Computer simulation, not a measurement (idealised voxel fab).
The process module presented herein is designated voxel quadruple lines.
The cross-section on display is named cut; it measures 265 nm wide, and its cells are 5 nm squares.
Cross-section spec: square-cell grid; bands listed top down; each band is one or more rows.
Heights first: top, then bottom, in nm. Then materials, left to right, each with a width in nm. "everywhere" on a single material: fills the band edge to edge. "empty": empty space.
It should be noted that heights are counted from 0, beneath which the wafer as supplied is of one material throughout, and that the lowest band possesses no lower boundary but continues downward, as written in "0 nm and below".
Per-row width for "30..40": begins at first number (top row of band), ends at second number (bottom row), increment between rows held constant.
Step marked "nothing different"? Then no cell in the cross-section changed in it.
Voids not open to the top, 8 cells minimum: see "Closed void catalog". Written width x height at distance; distance is from the left edge; nm.
Whatever follows a step's settings on its line is a remark the simulator itself makes about that step.
The setting "overlay nm" may be written on the line of a step. When the step uses a mask, the value reports how far to the right of the planned place the mask lay, and a negative value reports that it lay to the left.
## Planned step list for the process
1) RECEIVE | material Si
2) CONFORMAL_DEP | material Al2O3 | thk nm 5
3) DIRECTIONAL_DEP | material W | thk nm 10
4) DIRECTIONAL_DEP | material polySi | thk nm 15
5) DIRECTIONAL_DEP | material aC | thk nm 20
6) PATTERN | tone cover | mask id MANDREL | material resist | width nm 20 | pitch nm 60 | thk nm 25 | overlay nm 0
7) DIRECTIONAL_ETCH | etch materials aC | depth nm 20
8) STRIP | etch materials resist
9) CONFORMAL_DEP | material SiO2 | thk nm 10
10) DIRECTIONAL_ETCH | etch materials SiO2 | depth nm 10
11) STRIP | etch materials aC
12) DIRECTIONAL_ETCH | etch materials polySi | depth nm 15
13) STRIP | etch materials SiO2
14) CONFORMAL_DEP | material SiN | thk nm 5
15) DIRECTIONAL_ETCH | etch materials SiN | depth nm 5
16) STRIP | etch materials polySi
17) DIRECTIONAL_ETCH | etch materials W | depth nm 10
18) STRIP | etch materials SiN
19) FILL_DEP | material SiO2 | thk nm 10
20) CMP | height nm 15
## Cross-sectional view of the wafer in its as-received condition, corresponding to the state after step 1
  0 nm and below: Si everywhere
  Closed void catalog: none
## Below is the wafer in cross-section after the module was completed. It began from the starting point shown above and followed the plan shown above, except that one mistake was made while running it
  15 nm to 10 nm: SiO2 everywhere
  10 nm to 0 nm: SiO2 (75); W (5); SiO2 (10); W (5); SiO2 (10); W (5); SiO2 (10); W (5); SiO2 (10); W (5); SiO2 (10); W (5); SiO2 (10); W (5); SiO2 (10); W (5); SiO2 (80)
  0 nm and below: Si everywhere
  Closed void catalog: none
Here's what went sideways: step 2 of the plan was excluded from execution and never run
